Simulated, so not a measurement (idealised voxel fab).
This section sets out a process module, namely voxel trench capacitor.
Cross-section cut spans 250 nm and uses square cells 5 nm in size.
For the purposes of this document, a cross-section shall be understood as a grid of square cells, specified as bands listed in top-to-bottom order, each band consisting of one or more rows of cells.
What a band's entry tells you: where the top is and where the bottom is, as heights in nm, and after that what lies inside, material by material from left to right, each with its width in nm. Empty space is written as the word "blank", and a single material marked with the word "throughout" occupies the band from edge to edge.
Note: height 0 marks the level under which the wafer is uniformly one material as received. Lowest band unbounded below, written "z 0 and below".
Note: "30..40" means the width goes from the first number (top row of the band) to the second number (bottom row) in equal steps per row of cells.
No cell of the cross-section changed in a step that is given as "nothing changed".
Listed in "Listed closed voids": every empty space of 8 or more cells without an open way to the top. Form: width x height at distance, the distance being from the left edge, all in nm.
It should be noted that, on the line of a given step, the content following the step's settings is a remark produced by the simulator itself with respect to that step.
overlay nm: mask right of planned place by this much (step with mask). Neg. = left.

THE PROCESS STEPS THAT WERE PLANNED ARE LISTED BELOW
step 1: RECEIVE (material Si)
step 2: CONFORMAL_DEP (material SiN; thk nm 10)
step 3: PATTERN (tone open; mask id TRENCH; material resist; width nm 30; pitch nm 55; thk nm 15; overlay nm 0)
step 4: DIRECTIONAL_ETCH (etch materials SiN; depth nm 10)
step 5: DIRECTIONAL_ETCH (etch materials Si; depth nm 40)
step 6: STRIP (etch materials resist)
step 7: CONFORMAL_DEP (material Al2O3; thk nm 5)
step 8: CONFORMAL_DEP (material TiN; thk nm 5)
step 9: FILL_DEP (material W; thk nm 5)
step 10: CMP (height nm 10)

ON THE FIRST OF THE TWO WAFERS: RUN CONDUCTED ACCORDING TO PLAN

AS RECEIVED (POST STEP 1): CROSS-SECTION
- z 0 and below: Si throughout
- Listed closed voids: none

WAFER AFTER STEP 2 (CROSS-SECTION)
- z 10 to 0: SiN throughout
- Rest of section, below 0: as before.

WAFER AFTER STEP 3 (CROSS-SECTION)
- z 25 to 10: 25 nm resist, then 30 nm blank, then 25 nm resist, then 30 nm blank, then 25 nm resist, then 30 nm blank, then 25 nm resist, then 30 nm blank, then 30 nm resist
- Rest of section, below 10: as before.

WAFER AFTER STEP 4 (CROSS-SECTION)
- z 25 to 10: 25 nm resist, then 30 nm blank, then 25 nm resist, then 30 nm blank, then 25 nm resist, then 30 nm blank, then 25 nm resist, then 30 nm blank, then 30 nm resist
- z 10 to 0: 25 nm SiN, then 30 nm blank, then 25 nm SiN, then 30 nm blank, then 25 nm SiN, then 30 nm blank, then 25 nm SiN, then 30 nm blank, then 30 nm SiN
- Rest of section, below 0: as before.

WAFER AFTER STEP 5 (CROSS-SECTION)
- z 25 to 10: 25 nm resist, then 30 nm blank, then 25 nm resist, then 30 nm blank, then 25 nm resist, then 30 nm blank, then 25 nm resist, then 30 nm blank, then 30 nm resist
- z 10 to 0: 25 nm SiN, then 30 nm blank, then 25 nm SiN, then 30 nm blank, then 25 nm SiN, then 30 nm blank, then 25 nm SiN, then 30 nm blank, then 30 nm SiN
- z 0 to -40: 25 nm Si, then 30 nm blank, then 25 nm Si, then 30 nm blank, then 25 nm Si, then 30 nm blank, then 25 nm Si, then 30 nm blank, then 30 nm Si
- Rest of section, below -40: as before.

WAFER AFTER STEP 6 (CROSS-SECTION)
- z 10 to 0: 25 nm SiN, then 30 nm blank, then 25 nm SiN, then 30 nm blank, then 25 nm SiN, then 30 nm blank, then 25 nm SiN, then 30 nm blank, then 30 nm SiN
- Rest of section, below 0: as before.

WAFER AFTER STEP 7 (CROSS-SECTION)
- z 15 to 10: 30 nm Al2O3, then 20 nm blank, then 35 nm Al2O3, then 20 nm blank, then 35 nm Al2O3, then 20 nm blank, then 35 nm Al2O3, then 20 nm blank, then 35 nm Al2O3
- z 10 to 0: 25 nm SiN, then 5 nm Al2O3, then 20 nm blank, then 5 nm Al2O3, then 25 nm SiN, then 5 nm Al2O3, then 20 nm blank, then 5 nm Al2O3, then 25 nm SiN, then 5 nm Al2O3, then 20 nm blank, then 5 nm Al2O3, then 25 nm SiN, then 5 nm Al2O3, then 20 nm blank, then 5 nm Al2O3, then 30 nm SiN
- z 0 to -35: 25 nm Si, then 5 nm Al2O3, then 20 nm blank, then 5 nm Al2O3, then 25 nm Si, then 5 nm Al2O3, then 20 nm blank, then 5 nm Al2O3, then 25 nm Si, then 5 nm Al2O3, then 20 nm blank, then 5 nm Al2O3, then 25 nm Si, then 5 nm Al2O3, then 20 nm blank, then 5 nm Al2O3, then 30 nm Si
- z -35 to -40: 25 nm Si, then 30 nm Al2O3, then 25 nm Si, then 30 nm Al2O3, then 25 nm Si, then 30 nm Al2O3, then 25 nm Si, then 30 nm Al2O3, then 30 nm Si
- Rest of section, below -40: as before.

WAFER AFTER STEP 8 (CROSS-SECTION)
- z 20 to 15: 35 nm TiN, then 10 nm blank, then 45 nm TiN, then 10 nm blank, then 45 nm TiN, then 10 nm blank, then 45 nm TiN, then 10 nm blank, then 40 nm TiN
- z 15 to 10: 30 nm Al2O3, then 5 nm TiN, then 10 nm blank, then 5 nm TiN, then 35 nm Al2O3, then 5 nm TiN, then 10 nm blank, then 5 nm TiN, then 35 nm Al2O3, then 5 nm TiN, then 10 nm blank, then 5 nm TiN, then 35 nm Al2O3, then 5 nm TiN, then 10 nm blank, then 5 nm TiN, then 35 nm Al2O3
- z 10 to 0: 25 nm SiN, then 5 nm Al2O3, then 5 nm TiN, then 10 nm blank, then 5 nm TiN, then 5 nm Al2O3, then 25 nm SiN, then 5 nm Al2O3, then 5 nm TiN, then 10 nm blank, then 5 nm TiN, then 5 nm Al2O3, then 25 nm SiN, then 5 nm Al2O3, then 5 nm TiN, then 10 nm blank, then 5 nm TiN, then 5 nm Al2O3, then 25 nm SiN, then 5 nm Al2O3, then 5 nm TiN, then 10 nm blank, then 5 nm TiN, then 5 nm Al2O3, then 30 nm SiN
- z 0 to -30: 25 nm Si, then 5 nm Al2O3, then 5 nm TiN, then 10 nm blank, then 5 nm TiN, then 5 nm Al2O3, then 25 nm Si, then 5 nm Al2O3, then 5 nm TiN, then 10 nm blank, then 5 nm TiN, then 5 nm Al2O3, then 25 nm Si, then 5 nm Al2O3, then 5 nm TiN, then 10 nm blank, then 5 nm TiN, then 5 nm Al2O3, then 25 nm Si, then 5 nm Al2O3, then 5 nm TiN, then 10 nm blank, then 5 nm TiN, then 5 nm Al2O3, then 30 nm Si
- z -30 to -35: 25 nm Si, then 5 nm Al2O3, then 20 nm TiN, then 5 nm Al2O3, then 25 nm Si, then 5 nm Al2O3, then 20 nm TiN, then 5 nm Al2O3, then 25 nm Si, then 5 nm Al2O3, then 20 nm TiN, then 5 nm Al2O3, then 25 nm Si, then 5 nm Al2O3, then 20 nm TiN, then 5 nm Al2O3, then 30 nm Si
- Rest of section, below -35: as before.

WAFER AFTER STEP 9 (CROSS-SECTION)
- z 25 to 20: W throughout
- z 20 to 15: 35 nm TiN, then 10 nm W, then 45 nm TiN, then 10 nm W, then 45 nm TiN, then 10 nm W, then 45 nm TiN, then 10 nm W, then 40 nm TiN
- z 15 to 10: 30 nm Al2O3, then 5 nm TiN, then 10 nm W, then 5 nm TiN, then 35 nm Al2O3, then 5 nm TiN, then 10 nm W, then 5 nm TiN, then 35 nm Al2O3, then 5 nm TiN, then 10 nm W, then 5 nm TiN, then 35 nm Al2O3, then 5 nm TiN, then 10 nm W, then 5 nm TiN, then 35 nm Al2O3
- z 10 to 0: 25 nm SiN, then 5 nm Al2O3, then 5 nm TiN, then 10 nm W, then 5 nm TiN, then 5 nm Al2O3, then 25 nm SiN, then 5 nm Al2O3, then 5 nm TiN, then 10 nm W, then 5 nm TiN, then 5 nm Al2O3, then 25 nm SiN, then 5 nm Al2O3, then 5 nm TiN, then 10 nm W, then 5 nm TiN, then 5 nm Al2O3, then 25 nm SiN, then 5 nm Al2O3, then 5 nm TiN, then 10 nm W, then 5 nm TiN, then 5 nm Al2O3, then 30 nm SiN
- z 0 to -30: 25 nm Si, then 5 nm Al2O3, then 5 nm TiN, then 10 nm W, then 5 nm TiN, then 5 nm Al2O3, then 25 nm Si, then 5 nm Al2O3, then 5 nm TiN, then 10 nm W, then 5 nm TiN, then 5 nm Al2O3, then 25 nm Si, then 5 nm Al2O3, then 5 nm TiN, then 10 nm W, then 5 nm TiN, then 5 nm Al2O3, then 25 nm Si, then 5 nm Al2O3, then 5 nm TiN, then 10 nm W, then 5 nm TiN, then 5 nm Al2O3, then 30 nm Si
- Rest of section, below -30: as before.

WAFER AFTER STEP 10 (CROSS-SECTION)
- z 10 to 0: 25 nm SiN, then 5 nm Al2O3, then 5 nm TiN, then 10 nm W, then 5 nm TiN, then 5 nm Al2O3, then 25 nm SiN, then 5 nm Al2O3, then 5 nm TiN, then 10 nm W, then 5 nm TiN, then 5 nm Al2O3, then 25 nm SiN, then 5 nm Al2O3, then 5 nm TiN, then 10 nm W, then 5 nm TiN, then 5 nm Al2O3, then 25 nm SiN, then 5 nm Al2O3, then 5 nm TiN, then 10 nm W, then 5 nm TiN, then 5 nm Al2O3, then 30 nm SiN
- Rest of section, below 0: as before.

THE SECOND WAFER BEGAN EXACTLY AS THE FIRST DID AND FOLLOWED THE SAME PLAN, BUT ONE MISTAKE WAS MADE WHILE RUNNING IT; THROUGH STEP 4 INCLUSIVE, THE TWO WAFERS ARE IDENTICAL

CROSS-SECTION OF THE SECOND WAFER WHEN, ACCORDING TO PLAN, STEP 5 SHOULD HAVE FINISHED
- z 25 to 10: 25 nm resist, then 30 nm blank, then 25 nm resist, then 30 nm blank, then 25 nm resist, then 30 nm blank, then 25 nm resist, then 30 nm blank, then 30 nm resist
- z 10 to 0: 25 nm SiN, then 30 nm blank, then 25 nm SiN, then 30 nm blank, then 25 nm SiN, then 30 nm blank, then 25 nm SiN, then 30 nm blank, then 30 nm SiN
- z 0 to -30: 25 nm Si, then 30 nm blank, then 25 nm Si, then 30 nm blank, then 25 nm Si, then 30 nm blank, then 25 nm Si, then 30 nm blank, then 30 nm Si
- Rest of section, below -30: as before.

CROSS-SECTION OF THE SECOND WAFER WHEN, ACCORDING TO PLAN, STEP 6 SHOULD HAVE FINISHED
- z 10 to 0: 25 nm SiN, then 30 nm blank, then 25 nm SiN, then 30 nm blank, then 25 nm SiN, then 30 nm blank, then 25 nm SiN, then 30 nm blank, then 30 nm SiN
- Rest of section, below 0: as before.

CROSS-SECTION OF THE SECOND WAFER WHEN, ACCORDING TO PLAN, STEP 7 SHOULD HAVE FINISHED
- z 15 to 10: 30 nm Al2O3, then 20 nm blank, then 35 nm Al2O3, then 20 nm blank, then 35 nm Al2O3, then 20 nm blank, then 35 nm Al2O3, then 20 nm blank, then 35 nm Al2O3
- z 10 to 0: 25 nm SiN, then 5 nm Al2O3, then 20 nm blank, then 5 nm Al2O3, then 25 nm SiN, then 5 nm Al2O3, then 20 nm blank, then 5 nm Al2O3, then 25 nm SiN, then 5 nm Al2O3, then 20 nm blank, then 5 nm Al2O3, then 25 nm SiN, then 5 nm Al2O3, then 20 nm blank, then 5 nm Al2O3, then 30 nm SiN
- z 0 to -25: 25 nm Si, then 5 nm Al2O3, then 20 nm blank, then 5 nm Al2O3, then 25 nm Si, then 5 nm Al2O3, then 20 nm blank, then 5 nm Al2O3, then 25 nm Si, then 5 nm Al2O3, then 20 nm blank, then 5 nm Al2O3, then 25 nm Si, then 5 nm Al2O3, then 20 nm blank, then 5 nm Al2O3, then 30 nm Si
- z -25 to -30: 25 nm Si, then 30 nm Al2O3, then 25 nm Si, then 30 nm Al2O3, then 25 nm Si, then 30 nm Al2O3, then 25 nm Si, then 30 nm Al2O3, then 30 nm Si
- Rest of section, below -30: as before.

CROSS-SECTION OF THE SECOND WAFER WHEN, ACCORDING TO PLAN, STEP 8 SHOULD HAVE FINISHED
- z 20 to 15: 35 nm TiN, then 10 nm blank, then 45 nm TiN, then 10 nm blank, then 45 nm TiN, then 10 nm blank, then 45 nm TiN, then 10 nm blank, then 40 nm TiN
- z 15 to 10: 30 nm Al2O3, then 5 nm TiN, then 10 nm blank, then 5 nm TiN, then 35 nm Al2O3, then 5 nm TiN, then 10 nm blank, then 5 nm TiN, then 35 nm Al2O3, then 5 nm TiN, then 10 nm blank, then 5 nm TiN, then 35 nm Al2O3, then 5 nm TiN, then 10 nm blank, then 5 nm TiN, then 35 nm Al2O3
- z 10 to 0: 25 nm SiN, then 5 nm Al2O3, then 5 nm TiN, then 10 nm blank, then 5 nm TiN, then 5 nm Al2O3, then 25 nm SiN, then 5 nm Al2O3, then 5 nm TiN, then 10 nm blank, then 5 nm TiN, then 5 nm Al2O3, then 25 nm SiN, then 5 nm Al2O3, then 5 nm TiN, then 10 nm blank, then 5 nm TiN, then 5 nm Al2O3, then 25 nm SiN, then 5 nm Al2O3, then 5 nm TiN, then 10 nm blank, then 5 nm TiN, then 5 nm Al2O3, then 30 nm SiN
- z 0 to -20: 25 nm Si, then 5 nm Al2O3, then 5 nm TiN, then 10 nm blank, then 5 nm TiN, then 5 nm Al2O3, then 25 nm Si, then 5 nm Al2O3, then 5 nm TiN, then 10 nm blank, then 5 nm TiN, then 5 nm Al2O3, then 25 nm Si, then 5 nm Al2O3, then 5 nm TiN, then 10 nm blank, then 5 nm TiN, then 5 nm Al2O3, then 25 nm Si, then 5 nm Al2O3, then 5 nm TiN, then 10 nm blank, then 5 nm TiN, then 5 nm Al2O3, then 30 nm Si
- z -20 to -25: 25 nm Si, then 5 nm Al2O3, then 20 nm TiN, then 5 nm Al2O3, then 25 nm Si, then 5 nm Al2O3, then 20 nm TiN, then 5 nm Al2O3, then 25 nm Si, then 5 nm Al2O3, then 20 nm TiN, then 5 nm Al2O3, then 25 nm Si, then 5 nm Al2O3, then 20 nm TiN, then 5 nm Al2O3, then 30 nm Si
- Rest of section, below -25: as before.

CROSS-SECTION OF THE SECOND WAFER WHEN, ACCORDING TO PLAN, STEP 9 SHOULD HAVE FINISHED
- z 25 to 20: W throughout
- z 20 to 15: 35 nm TiN, then 10 nm W, then 45 nm TiN, then 10 nm W, then 45 nm TiN, then 10 nm W, then 45 nm TiN, then 10 nm W, then 40 nm TiN
- z 15 to 10: 30 nm Al2O3, then 5 nm TiN, then 10 nm W, then 5 nm TiN, then 35 nm Al2O3, then 5 nm TiN, then 10 nm W, then 5 nm TiN, then 35 nm Al2O3, then 5 nm TiN, then 10 nm W, then 5 nm TiN, then 35 nm Al2O3, then 5 nm TiN, then 10 nm W, then 5 nm TiN, then 35 nm Al2O3
- z 10 to 0: 25 nm SiN, then 5 nm Al2O3, then 5 nm TiN, then 10 nm W, then 5 nm TiN, then 5 nm Al2O3, then 25 nm SiN, then 5 nm Al2O3, then 5 nm TiN, then 10 nm W, then 5 nm TiN, then 5 nm Al2O3, then 25 nm SiN, then 5 nm Al2O3, then 5 nm TiN, then 10 nm W, then 5 nm TiN, then 5 nm Al2O3, then 25 nm SiN, then 5 nm Al2O3, then 5 nm TiN, then 10 nm W, then 5 nm TiN, then 5 nm Al2O3, then 30 nm SiN
- z 0 to -20: 25 nm Si, then 5 nm Al2O3, then 5 nm TiN, then 10 nm W, then 5 nm TiN, then 5 nm Al2O3, then 25 nm Si, then 5 nm Al2O3, then 5 nm TiN, then 10 nm W, then 5 nm TiN, then 5 nm Al2O3, then 25 nm Si, then 5 nm Al2O3, then 5 nm TiN, then 10 nm W, then 5 nm TiN, then 5 nm Al2O3, then 25 nm Si, then 5 nm Al2O3, then 5 nm TiN, then 10 nm W, then 5 nm TiN, then 5 nm Al2O3, then 30 nm Si
- Rest of section, below -20: as before.

CROSS-SECTION OF THE SECOND WAFER WHEN, ACCORDING TO PLAN, STEP 10 SHOULD HAVE FINISHED
- z 10 to 0: 25 nm SiN, then 5 nm Al2O3, then 5 nm TiN, then 10 nm W, then 5 nm TiN, then 5 nm Al2O3, then 25 nm SiN, then 5 nm Al2O3, then 5 nm TiN, then 10 nm W, then 5 nm TiN, then 5 nm Al2O3, then 25 nm SiN, then 5 nm Al2O3, then 5 nm TiN, then 10 nm W, then 5 nm TiN, then 5 nm Al2O3, then 25 nm SiN, then 5 nm Al2O3, then 5 nm TiN, then 10 nm W, then 5 nm TiN, then 5 nm Al2O3, then 30 nm SiN
- Rest of section, below 0: as before.
Short version of what went wrong: step 5, actual vs plan mismatch, actual run DIRECTIONAL_ETCH (etch materials Si; depth nm 30)
End of process, cell counts, second wafer against first, materials with more or fewer: 16 fewer of Al2O3 | 48 more of Si | 16 fewer of TiN | 16 fewer of W
